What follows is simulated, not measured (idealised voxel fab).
process module | voxel double patterning
For reference, the cross-section in this document is cut, with width 155 nm and square cells of 5 nm.
Reading order for cross-sections: top band down to bottom band. Underlying form: a grid of square cells. Band size: one or more rows of cells. Band entry format. Leading values: height of top, height of bottom, nm. Remainder: materials in left-to-right order, each with its width in nm. Special words: "all across" on a single material, which then fills the band edge to edge; "air", empty space. For the purposes of this specification, 0 denotes the height below which the wafer in its as-received condition is composed wholly of one material, and the lowermost band, lacking a lower limit, extends downward without end, as expressed in "from 0 down". The two numbers in a width such as "30..40" mark its ends across the band: the first belongs to the top row of cells, the second to the bottom row, and from each row to the next the width moves by the same amount. Where the words "identical to before" appear for a step, the cross-section shows no cell changed by that step; every cell remained as before. So "Closed cavities" is basically the list of trapped voids: any empty space of 8 cells or more that can't reach the top through an opening. They're written width x height at distance, the distance being from the left edge, and it's all nm. That trailing text on a step's line, after the settings, is the simulator's own remark on the step. overlay nm, on a step with a mask: how far to the right of its planned place the mask lay; to the left if negative. For the reader: what remains of this document is a series of pairs, each showing a cross-section before one process step and a cross-section after that step which reaches down only to the lowest band that changed, with the step between them and its settings set out under the pair. It should not be assumed that a pair continues from the pair above it; the pairs can come from different runs of this module on the same starting wafer, and such continuity exists only where the entry headed "Pre-process state" says so.

[Pre-process state]
	from 0 down = Si all across
	Closed cavities: none

[Structure After Step]
	from 10 to 0 = SiO2 all across
	Anything lower than 0 is untouched.
	Closed cavities: none
The structure shown above changes from one cross-section to the other through CONFORMAL_DEP,material SiO2,thk nm 10

Pre-process state: Please consult the pair immediately above; the cross-section it shows after its step is the state before this step.

[Structure After Step]
	from 25 to 10 = TiN all across
	Anything lower than 10 is untouched.
	Closed cavities: none
The structure shown above changes from one cross-section to the other through DIRECTIONAL_DEP,material TiN,thk nm 15

Pre-process state: Please consult the pair immediately above; the cross-section it shows after its step is the state before this step.

[Structure After Step]
	from 35 to 25 = SiCN all across
	Anything lower than 25 is untouched.
	Closed cavities: none
The structure shown above changes from one cross-section to the other through DIRECTIONAL_DEP,material SiCN,thk nm 10

Pre-process state: Please consult the pair immediately above; the cross-section it shows after its step is the state before this step.

[Structure After Step]
	from 50 to 35 = aC all across
	Anything lower than 35 is untouched.
	Closed cavities: none
The structure shown above changes from one cross-section to the other through DIRECTIONAL_DEP,material aC,thk nm 15

Pre-process state: Please consult the pair immediately above; the cross-section it shows after its step is the state before this step.

[Structure After Step]
	from 85 to 50 = resist: 20 / air: 15 / resist: 35 / air: 15 / resist: 35 / air: 15 / resist: 20
	Anything lower than 50 is untouched.
	Closed cavities: none
The structure shown above changes from one cross-section to the other through PATTERN,tone open,mask id FIRST,material resist,width nm 15,pitch nm 50,thk nm 35,overlay nm 0

Pre-process state: Please consult the pair immediately above; the cross-section it shows after its step is the state before this step.

[Structure After Step]
	from 70 to 50 = resist: 20 / air: 15 / resist: 35 / air: 15 / resist: 35 / air: 15 / resist: 20
	from 50 to 35 = aC: 20 / air: 15 / aC: 35 / air: 15 / aC: 35 / air: 15 / aC: 20
	Anything lower than 35 is untouched.
	Closed cavities: none
The structure shown above changes from one cross-section to the other through DIRECTIONAL_ETCH,etch materials aC,depth nm 15

Pre-process state: Please consult the pair immediately above; the cross-section it shows after its step is the state before this step.

[Structure After Step]
	from 50 to 35 = aC: 20 / air: 15 / aC: 35 / air: 15 / aC: 35 / air: 15 / aC: 20
	Anything lower than 35 is untouched.
	Closed cavities: none
The structure shown above changes from one cross-section to the other through STRIP,etch materials resist

Pre-process state: Please consult the pair immediately above; the cross-section it shows after its step is the state before this step.

[Structure After Step]
	from 50 to 35 = aC: 20 / air: 15 / aC: 35 / air: 15 / aC: 35 / air: 15 / aC: 20
	from 35 to 25 = SiCN: 20 / air: 15 / SiCN: 35 / air: 15 / SiCN: 35 / air: 15 / SiCN: 20
	Anything lower than 25 is untouched.
	Closed cavities: none
The structure shown above changes from one cross-section to the other through DIRECTIONAL_ETCH,etch materials SiCN,depth nm 10

Pre-process state: Please consult the pair immediately above; the cross-section it shows after its step is the state before this step.

[Structure After Step]
	from 35 to 25 = SiCN: 20 / air: 15 / SiCN: 35 / air: 15 / SiCN: 35 / air: 15 / SiCN: 20
	Anything lower than 25 is untouched.
	Closed cavities: none
The structure shown above changes from one cross-section to the other through STRIP,etch materials aC

Pre-process state: Please consult the pair immediately above; the cross-section it shows after its step is the state before this step.

[Structure After Step]
	from 35 to 25 = SiCN: 20 / air: 15 / SiCN: 10 / air: 15 / SiCN: 10 / air: 15 / SiCN: 10 / air: 15 / SiCN: 10 / air: 15 / SiCN: 20
	Anything lower than 25 is untouched.
	Closed cavities: none
The structure shown above changes from one cross-section to the other through MASKED_ETCH,tone open,mask id SECOND,width nm 15,pitch nm 50,etch materials SiCN,depth nm 10,overlay nm 0

Pre-process state: Please consult the pair immediately above; the cross-section it shows after its step is the state before this step.

[Structure After Step]
	from 35 to 25 = SiCN: 20 / air: 15 / SiCN: 10 / air: 15 / SiCN: 10 / air: 15 / SiCN: 10 / air: 15 / SiCN: 10 / air: 15 / SiCN: 20
	from 25 to 10 = TiN: 20 / air: 15 / TiN: 10 / air: 15 / TiN: 10 / air: 15 / TiN: 10 / air: 15 / TiN: 10 / air: 15 / TiN: 20
	Anything lower than 10 is untouched.
	Closed cavities: none
The structure shown above changes from one cross-section to the other through DIRECTIONAL_ETCH,etch materials TiN,depth nm 15

Pre-process state: Please consult the pair immediately above; the cross-section it shows after its step is the state before this step.

[Structure After Step]
	from 25 to 10 = TiN: 20 / air: 15 / TiN: 10 / air: 15 / TiN: 10 / air: 15 / TiN: 10 / air: 15 / TiN: 10 / air: 15 / TiN: 20
	Anything lower than 10 is untouched.
	Closed cavities: none
The structure shown above changes from one cross-section to the other through STRIP,etch materials SiCN

[Pre-process state]
	from 0 down = Si all across
	Closed cavities: none

[Structure After Step]
	from 15 to 0 = TiN all across
	Anything lower than 0 is untouched.
	Closed cavities: none
The structure shown above changes from one cross-section to the other through DIRECTIONAL_DEP,material TiN,thk nm 15

Pre-process state: Please consult the pair immediately above; the cross-section it shows after its step is the state before this step.

[Structure After Step]
	from 25 to 15 = SiCN all across
	Anything lower than 15 is untouched.
	Closed cavities: none
The structure shown above changes from one cross-section to the other through DIRECTIONAL_DEP,material SiCN,thk nm 10

Pre-process state: Please consult the pair immediately above; the cross-section it shows after its step is the state before this step.

[Structure After Step]
	from 40 to 25 = aC all across
	Anything lower than 25 is untouched.
	Closed cavities: none
The structure shown above changes from one cross-section to the other through DIRECTIONAL_DEP,material aC,thk nm 15

Pre-process state: Please consult the pair immediately above; the cross-section it shows after its step is the state before this step.

[Structure After Step]
	from 75 to 40 = resist: 20 / air: 15 / resist: 35 / air: 15 / resist: 35 / air: 15 / resist: 20
	Anything lower than 40 is untouched.
	Closed cavities: none
The structure shown above changes from one cross-section to the other through PATTERN,tone open,mask id FIRST,material resist,width nm 15,pitch nm 50,thk nm 35,overlay nm 0

Pre-process state: Please consult the pair immediately above; the cross-section it shows after its step is the state before this step.

[Structure After Step]
	from 60 to 40 = resist: 20 / air: 15 / resist: 35 / air: 15 / resist: 35 / air: 15 / resist: 20
	from 40 to 25 = aC: 20 / air: 15 / aC: 35 / air: 15 / aC: 35 / air: 15 / aC: 20
	Anything lower than 25 is untouched.
	Closed cavities: none
The structure shown above changes from one cross-section to the other through DIRECTIONAL_ETCH,etch materials aC,depth nm 15

Pre-process state: Please consult the pair immediately above; the cross-section it shows after its step is the state before this step.

[Structure After Step]
	from 40 to 25 = aC: 20 / air: 15 / aC: 35 / air: 15 / aC: 35 / air: 15 / aC: 20
	Anything lower than 25 is untouched.
	Closed cavities: none
The structure shown above changes from one cross-section to the other through STRIP,etch materials resist

Pre-process state: Please consult the pair immediately above; the cross-section it shows after its step is the state before this step.

[Structure After Step]
	from 40 to 25 = aC: 20 / air: 15 / aC: 35 / air: 15 / aC: 35 / air: 15 / aC: 20
	from 25 to 15 = SiCN: 20 / air: 15 / SiCN: 35 / air: 15 / SiCN: 35 / air: 15 / SiCN: 20
	Anything lower than 15 is untouched.
	Closed cavities: none
The structure shown above changes from one cross-section to the other through DIRECTIONAL_ETCH,etch materials SiCN,depth nm 10

Pre-process state: Please consult the pair immediately above; the cross-section it shows after its step is the state before this step.

[Structure After Step]
	from 25 to 15 = SiCN: 20 / air: 15 / SiCN: 35 / air: 15 / SiCN: 35 / air: 15 / SiCN: 20
	Anything lower than 15 is untouched.
	Closed cavities: none
The structure shown above changes from one cross-section to the other through STRIP,etch materials aC

Pre-process state: Please consult the pair immediately above; the cross-section it shows after its step is the state before this step.

[Structure After Step]
	from 25 to 15 = SiCN: 20 / air: 15 / SiCN: 10 / air: 15 / SiCN: 10 / air: 15 / SiCN: 10 / air: 15 / SiCN: 10 / air: 15 / SiCN: 20
	Anything lower than 15 is untouched.
	Closed cavities: none
The structure shown above changes from one cross-section to the other through MASKED_ETCH,tone open,mask id SECOND,width nm 15,pitch nm 50,etch materials SiCN,depth nm 10,overlay nm 0

Pre-process state: Please consult the pair immediately above; the cross-section it shows after its step is the state before this step.

[Structure After Step]
	from 25 to 15 = SiCN: 20 / air: 15 / SiCN: 10 / air: 15 / SiCN: 10 / air: 15 / SiCN: 10 / air: 15 / SiCN: 10 / air: 15 / SiCN: 20
	from 15 to 0 = TiN: 20 / air: 15 / TiN: 10 / air: 15 / TiN: 10 / air: 15 / TiN: 10 / air: 15 / TiN: 10 / air: 15 / TiN: 20
	Anything lower than 0 is untouched.
	Closed cavities: none
The structure shown above changes from one cross-section to the other through DIRECTIONAL_ETCH,etch materials TiN,depth nm 15

Pre-process state: Please consult the pair immediately above; the cross-section it shows after its step is the state before this step.

[Structure After Step]
	from 15 to 0 = TiN: 20 / air: 15 / TiN: 10 / air: 15 / TiN: 10 / air: 15 / TiN: 10 / air: 15 / TiN: 10 / air: 15 / TiN: 20
	Anything lower than 0 is untouched.
	Closed cavities: none
The structure shown above changes from one cross-section to the other through STRIP,etch materials SiCN

[Pre-process state]
	from 25 to 10 = TiN all across
	from 10 to 0 = SiO2 all across
	from 0 down = Si all across
	Closed cavities: none

[Structure After Step]
	from 40 to 10 = TiN all across
	Anything lower than 10 is untouched.
	Closed cavities: none
The structure shown above changes from one cross-section to the other through DIRECTIONAL_DEP,material TiN,thk nm 15

Pre-process state: Please consult the pair immediately above; the cross-section it shows after its step is the state before this step.

[Structure After Step]
	from 50 to 40 = SiCN all across
	Anything lower than 40 is untouched.
	Closed cavities: none
The structure shown above changes from one cross-section to the other through DIRECTIONAL_DEP,material SiCN,thk nm 10

Pre-process state: Please consult the pair immediately above; the cross-section it shows after its step is the state before this step.

[Structure After Step]
	from 65 to 50 = aC all across
	Anything lower than 50 is untouched.
	Closed cavities: none
The structure shown above changes from one cross-section to the other through DIRECTIONAL_DEP,material aC,thk nm 15

Pre-process state: Please consult the pair immediately above; the cross-section it shows after its step is the state before this step.

[Structure After Step]
	from 100 to 65 = resist: 20 / air: 15 / resist: 35 / air: 15 / resist: 35 / air: 15 / resist: 20
	Anything lower than 65 is untouched.
	Closed cavities: none
The structure shown above changes from one cross-section to the other through PATTERN,tone open,mask id FIRST,material resist,width nm 15,pitch nm 50,thk nm 35,overlay nm 0

Pre-process state: Please consult the pair immediately above; the cross-section it shows after its step is the state before this step.

[Structure After Step]
	from 85 to 65 = resist: 20 / air: 15 / resist: 35 / air: 15 / resist: 35 / air: 15 / resist: 20
	from 65 to 50 = aC: 20 / air: 15 / aC: 35 / air: 15 / aC: 35 / air: 15 / aC: 20
	Anything lower than 50 is untouched.
	Closed cavities: none
The structure shown above changes from one cross-section to the other through DIRECTIONAL_ETCH,etch materials aC,depth nm 15

Pre-process state: Please consult the pair immediately above; the cross-section it shows after its step is the state before this step.

[Structure After Step]
	from 65 to 50 = aC: 20 / air: 15 / aC: 35 / air: 15 / aC: 35 / air: 15 / aC: 20
	Anything lower than 50 is untouched.
	Closed cavities: none
The structure shown above changes from one cross-section to the other through STRIP,etch materials resist

Pre-process state: Please consult the pair immediately above; the cross-section it shows after its step is the state before this step.

[Structure After Step]
	from 65 to 50 = aC: 20 / air: 15 / aC: 35 / air: 15 / aC: 35 / air: 15 / aC: 20
	from 50 to 40 = SiCN: 20 / air: 15 / SiCN: 35 / air: 15 / SiCN: 35 / air: 15 / SiCN: 20
	Anything lower than 40 is untouched.
	Closed cavities: none
The structure shown above changes from one cross-section to the other through DIRECTIONAL_ETCH,etch materials SiCN,depth nm 10

Pre-process state: Please consult the pair immediately above; the cross-section it shows after its step is the state before this step.

[Structure After Step]
	from 50 to 40 = SiCN: 20 / air: 15 / SiCN: 35 / air: 15 / SiCN: 35 / air: 15 / SiCN: 20
	Anything lower than 40 is untouched.
	Closed cavities: none
The structure shown above changes from one cross-section to the other through STRIP,etch materials aC

Pre-process state: Please consult the pair immediately above; the cross-section it shows after its step is the state before this step.

[Structure After Step]
	from 50 to 40 = SiCN: 20 / air: 15 / SiCN: 10 / air: 15 / SiCN: 10 / air: 15 / SiCN: 10 / air: 15 / SiCN: 10 / air: 15 / SiCN: 20
	Anything lower than 40 is untouched.
	Closed cavities: none
The structure shown above changes from one cross-section to the other through MASKED_ETCH,tone open,mask id SECOND,width nm 15,pitch nm 50,etch materials SiCN,depth nm 10,overlay nm 0

Pre-process state: Please consult the pair immediately above; the cross-section it shows after its step is the state before this step.

[Structure After Step]
	from 50 to 40 = SiCN: 20 / air: 15 / SiCN: 10 / air: 15 / SiCN: 10 / air: 15 / SiCN: 10 / air: 15 / SiCN: 10 / air: 15 / SiCN: 20
	from 40 to 25 = TiN: 20 / air: 15 / TiN: 10 / air: 15 / TiN: 10 / air: 15 / TiN: 10 / air: 15 / TiN: 10 / air: 15 / TiN: 20
	Anything lower than 25 is untouched.
	Closed cavities: none
The structure shown above changes from one cross-section to the other through DIRECTIONAL_ETCH,etch materials TiN,depth nm 15

Pre-process state: Please consult the pair immediately above; the cross-section it shows after its step is the state before this step.

[Structure After Step]
	from 40 to 25 = TiN: 20 / air: 15 / TiN: 10 / air: 15 / TiN: 10 / air: 15 / TiN: 10 / air: 15 / TiN: 10 / air: 15 / TiN: 20
	Anything lower than 25 is untouched.
	Closed cavities: none
The structure shown above changes from one cross-section to the other through STRIP,etch materials SiCN

[Pre-process state]
	from 15 to 0 = TiN all across
	from 0 down = Si all across
	Closed cavities: none

[Structure After Step]
	from 25 to 15 = SiO2 all across
	Anything lower than 15 is untouched.
	Closed cavities: none
The structure shown above changes from one cross-section to the other through CONFORMAL_DEP,material SiO2,thk nm 10

Pre-process state: Please consult the pair immediately above; the cross-section it shows after its step is the state before this step.

[Structure After Step]
	from 35 to 25 = SiCN all across
	Anything lower than 25 is untouched.
	Closed cavities: none
The structure shown above changes from one cross-section to the other through DIRECTIONAL_DEP,material SiCN,thk nm 10

Pre-process state: Please consult the pair immediately above; the cross-section it shows after its step is the state before this step.

[Structure After Step]
	from 50 to 35 = aC all across
	Anything lower than 35 is untouched.
	Closed cavities: none
The structure shown above changes from one cross-section to the other through DIRECTIONAL_DEP,material aC,thk nm 15

Pre-process state: Please consult the pair immediately above; the cross-section it shows after its step is the state before this step.

[Structure After Step]
	from 85 to 50 = resist: 20 / air: 15 / resist: 35 / air: 15 / resist: 35 / air: 15 / resist: 20
	Anything lower than 50 is untouched.
	Closed cavities: none
The structure shown above changes from one cross-section to the other through PATTERN,tone open,mask id FIRST,material resist,width nm 15,pitch nm 50,thk nm 35,overlay nm 0

Pre-process state: Please consult the pair immediately above; the cross-section it shows after its step is the state before this step.

[Structure After Step]
	from 70 to 50 = resist: 20 / air: 15 / resist: 35 / air: 15 / resist: 35 / air: 15 / resist: 20
	from 50 to 35 = aC: 20 / air: 15 / aC: 35 / air: 15 / aC: 35 / air: 15 / aC: 20
	Anything lower than 35 is untouched.
	Closed cavities: none
The structure shown above changes from one cross-section to the other through DIRECTIONAL_ETCH,etch materials aC,depth nm 15

Pre-process state: Please consult the pair immediately above; the cross-section it shows after its step is the state before this step.

[Structure After Step]
	from 50 to 35 = aC: 20 / air: 15 / aC: 35 / air: 15 / aC: 35 / air: 15 / aC: 20
	Anything lower than 35 is untouched.
	Closed cavities: none
The structure shown above changes from one cross-section to the other through STRIP,etch materials resist

Pre-process state: Please consult the pair immediately above; the cross-section it shows after its step is the state before this step.

[Structure After Step]
	from 50 to 35 = aC: 20 / air: 15 / aC: 35 / air: 15 / aC: 35 / air: 15 / aC: 20
	from 35 to 25 = SiCN: 20 / air: 15 / SiCN: 35 / air: 15 / SiCN: 35 / air: 15 / SiCN: 20
	Anything lower than 25 is untouched.
	Closed cavities: none
The structure shown above changes from one cross-section to the other through DIRECTIONAL_ETCH,etch materials SiCN,depth nm 10

Pre-process state: Please consult the pair immediately above; the cross-section it shows after its step is the state before this step.

[Structure After Step]
	from 35 to 25 = SiCN: 20 / air: 15 / SiCN: 35 / air: 15 / SiCN: 35 / air: 15 / SiCN: 20
	Anything lower than 25 is untouched.
	Closed cavities: none
The structure shown above changes from one cross-section to the other through STRIP,etch materials aC

Pre-process state: Please consult the pair immediately above; the cross-section it shows after its step is the state before this step.

[Structure After Step]
	from 35 to 25 = SiCN: 20 / air: 15 / SiCN: 10 / air: 15 / SiCN: 10 / air: 15 / SiCN: 10 / air: 15 / SiCN: 10 / air: 15 / SiCN: 20
	Anything lower than 25 is untouched.
	Closed cavities: none
The structure shown above changes from one cross-section to the other through MASKED_ETCH,tone open,mask id SECOND,width nm 15,pitch nm 50,etch materials SiCN,depth nm 10,overlay nm 0

Pre-process state: Please consult the pair immediately above; the cross-section it shows after its step is the state before this step.

[Structure After Step]
	from 25 to 15 = SiO2 all across
	Anything lower than 15 is untouched.
	Closed cavities: none
The structure shown above changes from one cross-section to the other through STRIP,etch materials SiCN

[Pre-process state]
	from 35 to 25 = SiCN: 20 / air: 15 / SiCN: 10 / air: 15 / SiCN: 10 / air: 15 / SiCN: 10 / air: 15 / SiCN: 10 / air: 15 / SiCN: 20
	from 25 to 10 = TiN all across
	from 10 to 0 = SiO2 all across
	from 0 down = Si all across
	Closed cavities: none

[Structure After Step]
	from 35 to 25 = SiCN: 20 / air: 15 / SiCN: 10 / air: 15 / SiCN: 10 / air: 15 / SiCN: 10 / air: 15 / SiCN: 10 / air: 15 / SiCN: 20
	from 25 to 15 = TiN: 20 / air: 15 / TiN: 10 / air: 15 / TiN: 10 / air: 15 / TiN: 10 / air: 15 / TiN: 10 / air: 15 / TiN: 20
	Anything lower than 15 is untouched.
	Closed cavities: none
The structure shown above changes from one cross-section to the other through DIRECTIONAL_ETCH,etch materials TiN,depth nm 10

Pre-process state: Please consult the pair immediately above; the cross-section it shows after its step is the state before this step.

[Structure After Step]
	from 25 to 15 = TiN: 20 / air: 15 / TiN: 10 / air: 15 / TiN: 10 / air: 15 / TiN: 10 / air: 15 / TiN: 10 / air: 15 / TiN: 20
	Anything lower than 15 is untouched.
	Closed cavities: none
The structure shown above changes from one cross-section to the other through STRIP,etch materials SiCN

[Pre-process state]
	from 35 to 25 = SiCN: 20 / air: 15 / SiCN: 35 / air: 15 / SiCN: 35 / air: 15 / SiCN: 20
	from 25 to 10 = TiN all across
	from 10 to 0 = SiO2 all across
	from 0 down = Si all across
	Closed cavities: none

[Structure After Step]
	from 35 to 25 = SiCN: 20 / air: 15 / SiCN: 10 / air: 20 / SiCN: 5 / air: 15 / SiCN: 10 / air: 20 / SiCN: 5 / air: 15 / SiCN: 20
	Anything lower than 25 is untouched.
	Closed cavities: none
The structure shown above changes from one cross-section to the other through MASKED_ETCH,tone open,mask id SECOND,width nm 20,pitch nm 50,etch materials SiCN,depth nm 10,overlay nm 0

Pre-process state: Please consult the pair immediately above; the cross-section it shows after its step is the state before this step.

[Structure After Step]
	from 35 to 25 = SiCN: 20 / air: 15 / SiCN: 10 / air: 20 / SiCN: 5 / air: 15 / SiCN: 10 / air: 20 / SiCN: 5 / air: 15 / SiCN: 20
	from 25 to 10 = TiN: 20 / air: 15 / TiN: 10 / air: 20 / TiN: 5 / air: 15 / TiN: 10 / air: 20 / TiN: 5 / air: 15 / TiN: 20
	Anything lower than 10 is untouched.
	Closed cavities: none
The structure shown above changes from one cross-section to the other through DIRECTIONAL_ETCH,etch materials TiN,depth nm 15

Pre-process state: Please consult the pair immediately above; the cross-section it shows after its step is the state before this step.

[Structure After Step]
	from 25 to 10 = TiN: 20 / air: 15 / TiN: 10 / air: 20 / TiN: 5 / air: 15 / TiN: 10 / air: 20 / TiN: 5 / air: 15 / TiN: 20
	Anything lower than 10 is untouched.
	Closed cavities: none
The structure shown above changes from one cross-section to the other through STRIP,etch materials SiCN

[Pre-process state]
	from 35 to 25 = SiCN: 20 / air: 15 / SiCN: 35 / air: 15 / SiCN: 35 / air: 15 / SiCN: 20
	from 25 to 10 = TiN all across
	from 10 to 0 = SiO2 all across
	from 0 down = Si all across
	Closed cavities: none

[Structure After Step]
	from 35 to 25 = SiCN: 20 / air: 15 / SiCN: 5 / air: 15 / SiCN: 15 / air: 15 / SiCN: 5 / air: 15 / SiCN: 15 / air: 15 / SiCN: 20
	Anything lower than 25 is untouched.
	Closed cavities: none
The structure shown above changes from one cross-section to the other through MASKED_ETCH,tone open,mask id SECOND,width nm 15,pitch nm 50,etch materials SiCN,depth nm 10,overlay nm -5

Pre-process state: Please consult the pair immediately above; the cross-section it shows after its step is the state before this step.

[Structure After Step]
	from 35 to 25 = SiCN: 20 / air: 15 / SiCN: 5 / air: 15 / SiCN: 15 / air: 15 / SiCN: 5 / air: 15 / SiCN: 15 / air: 15 / SiCN: 20
	from 25 to 10 = TiN: 20 / air: 15 / TiN: 5 / air: 15 / TiN: 15 / air: 15 / TiN: 5 / air: 15 / TiN: 15 / air: 15 / TiN: 20
	Anything lower than 10 is untouched.
	Closed cavities: none
The structure shown above changes from one cross-section to the other through DIRECTIONAL_ETCH,etch materials TiN,depth nm 15

Pre-process state: Please consult the pair immediately above; the cross-section it shows after its step is the state before this step.

[Structure After Step]
	from 25 to 10 = TiN: 20 / air: 15 / TiN: 5 / air: 15 / TiN: 15 / air: 15 / TiN: 5 / air: 15 / TiN: 15 / air: 15 / TiN: 20
	Anything lower than 10 is untouched.
	Closed cavities: none
The structure shown above changes from one cross-section to the other through STRIP,etch materials SiCN

[Pre-process state]
	from 0 down = Si all across
	Closed cavities: none

[Structure After Step]
	from 10 to 0 = aC all across
	Anything lower than 0 is untouched.
	Closed cavities: none
The structure shown above changes from one cross-section to the other through CONFORMAL_DEP,material aC,thk nm 10

Pre-process state: Please consult the pair immediately above; the cross-section it shows after its step is the state before this step.

[Structure After Step]
	from 25 to 10 = TiN all across
	Anything lower than 10 is untouched.
	Closed cavities: none
The structure shown above changes from one cross-section to the other through DIRECTIONAL_DEP,material TiN,thk nm 15

Pre-process state: Please consult the pair immediately above; the cross-section it shows after its step is the state before this step.

[Structure After Step]
	from 35 to 25 = SiCN all across
	Anything lower than 25 is untouched.
	Closed cavities: none
The structure shown above changes from one cross-section to the other through DIRECTIONAL_DEP,material SiCN,thk nm 10

Pre-process state: Please consult the pair immediately above; the cross-section it shows after its step is the state before this step.

[Structure After Step]
	from 50 to 35 = aC all across
	Anything lower than 35 is untouched.
	Closed cavities: none
The structure shown above changes from one cross-section to the other through DIRECTIONAL_DEP,material aC,thk nm 15

Pre-process state: Please consult the pair immediately above; the cross-section it shows after its step is the state before this step.

[Structure After Step]
	from 85 to 50 = resist: 20 / air: 15 / resist: 35 / air: 15 / resist: 35 / air: 15 / resist: 20
	Anything lower than 50 is untouched.
	Closed cavities: none
The structure shown above changes from one cross-section to the other through PATTERN,tone open,mask id FIRST,material resist,width nm 15,pitch nm 50,thk nm 35,overlay nm 0

Pre-process state: Please consult the pair immediately above; the cross-section it shows after its step is the state before this step.

[Structure After Step]
	from 70 to 50 = resist: 20 / air: 15 / resist: 35 / air: 15 / resist: 35 / air: 15 / resist: 20
	from 50 to 35 = aC: 20 / air: 15 / aC: 35 / air: 15 / aC: 35 / air: 15 / aC: 20
	Anything lower than 35 is untouched.
	Closed cavities: none
The structure shown above changes from one cross-section to the other through DIRECTIONAL_ETCH,etch materials aC,depth nm 15

Pre-process state: Please consult the pair immediately above; the cross-section it shows after its step is the state before this step.

[Structure After Step]
	from 50 to 35 = aC: 20 / air: 15 / aC: 35 / air: 15 / aC: 35 / air: 15 / aC: 20
	Anything lower than 35 is untouched.
	Closed cavities: none
The structure shown above changes from one cross-section to the other through STRIP,etch materials resist

Pre-process state: Please consult the pair immediately above; the cross-section it shows after its step is the state before this step.

[Structure After Step]
	from 50 to 35 = aC: 20 / air: 15 / aC: 35 / air: 15 / aC: 35 / air: 15 / aC: 20
	from 35 to 25 = SiCN: 20 / air: 15 / SiCN: 35 / air: 15 / SiCN: 35 / air: 15 / SiCN: 20
	Anything lower than 25 is untouched.
	Closed cavities: none
The structure shown above changes from one cross-section to the other through DIRECTIONAL_ETCH,etch materials SiCN,depth nm 10

Pre-process state: Please consult the pair immediately above; the cross-section it shows after its step is the state before this step.

[Structure After Step]
	from 35 to 25 = SiCN: 20 / air: 15 / SiCN: 35 / air: 15 / SiCN: 35 / air: 15 / SiCN: 20
	Anything lower than 25 is untouched.
	Closed cavities: none
The structure shown above changes from one cross-section to the other through STRIP,etch materials aC

Pre-process state: Please consult the pair immediately above; the cross-section it shows after its step is the state before this step.

[Structure After Step]
	from 35 to 25 = SiCN: 20 / air: 15 / SiCN: 10 / air: 15 / SiCN: 10 / air: 15 / SiCN: 10 / air: 15 / SiCN: 10 / air: 15 / SiCN: 20
	Anything lower than 25 is untouched.
	Closed cavities: none
The structure shown above changes from one cross-section to the other through MASKED_ETCH,tone open,mask id SECOND,width nm 15,pitch nm 50,etch materials SiCN,depth nm 10,overlay nm 0

Pre-process state: Please consult the pair immediately above; the cross-section it shows after its step is the state before this step.

[Structure After Step]
	from 35 to 25 = SiCN: 20 / air: 15 / SiCN: 10 / air: 15 / SiCN: 10 / air: 15 / SiCN: 10 / air: 15 / SiCN: 10 / air: 15 / SiCN: 20
	from 25 to 10 = TiN: 20 / air: 15 / TiN: 10 / air: 15 / TiN: 10 / air: 15 / TiN: 10 / air: 15 / TiN: 10 / air: 15 / TiN: 20
	Anything lower than 10 is untouched.
	Closed cavities: none
The structure shown above changes from one cross-section to the other through DIRECTIONAL_ETCH,etch materials TiN,depth nm 15

Pre-process state: Please consult the pair immediately above; the cross-section it shows after its step is the state before this step.

[Structure After Step]
	from 25 to 10 = TiN: 20 / air: 15 / TiN: 10 / air: 15 / TiN: 10 / air: 15 / TiN: 10 / air: 15 / TiN: 10 / air: 15 / TiN: 20
	Anything lower than 10 is untouched.
	Closed cavities: none
The structure shown above changes from one cross-section to the other through STRIP,etch materials SiCN

[Pre-process state]
	from 35 to 25 = SiCN: 20 / air: 15 / SiCN: 35 / air: 15 / SiCN: 35 / air: 15 / SiCN: 20
	from 25 to 10 = TiN all across
	from 10 to 0 = SiO2 all across
	from 0 down = Si all across
	Closed cavities: none

[Structure After Step]
	from 35 to 25 = air: 45 / SiCN: 15 / air: 35 / SiCN: 15 / air: 45
	Anything lower than 25 is untouched.
	Closed cavities: none
The structure shown above changes from one cross-section to the other through MASKED_ETCH,tone cover,mask id SECOND,width nm 15,pitch nm 50,etch materials SiCN,depth nm 10,overlay nm 0

Pre-process state: Please consult the pair immediately above; the cross-section it shows after its step is the state before this step.

[Structure After Step]
	from 35 to 25 = air: 45 / SiCN: 15 / air: 35 / SiCN: 15 / air: 45
	from 25 to 10 = air: 45 / TiN: 15 / air: 35 / TiN: 15 / air: 45
	Anything lower than 10 is untouched.
	Closed cavities: none
The structure shown above changes from one cross-section to the other through DIRECTIONAL_ETCH,etch materials TiN,depth nm 15

Pre-process state: Please consult the pair immediately above; the cross-section it shows after its step is the state before this step.

[Structure After Step]
	from 25 to 10 = air: 45 / TiN: 15 / air: 35 / TiN: 15 / air: 45
	Anything lower than 10 is untouched.
	Closed cavities: none
The structure shown above changes from one cross-section to the other through STRIP,etch materials SiCN
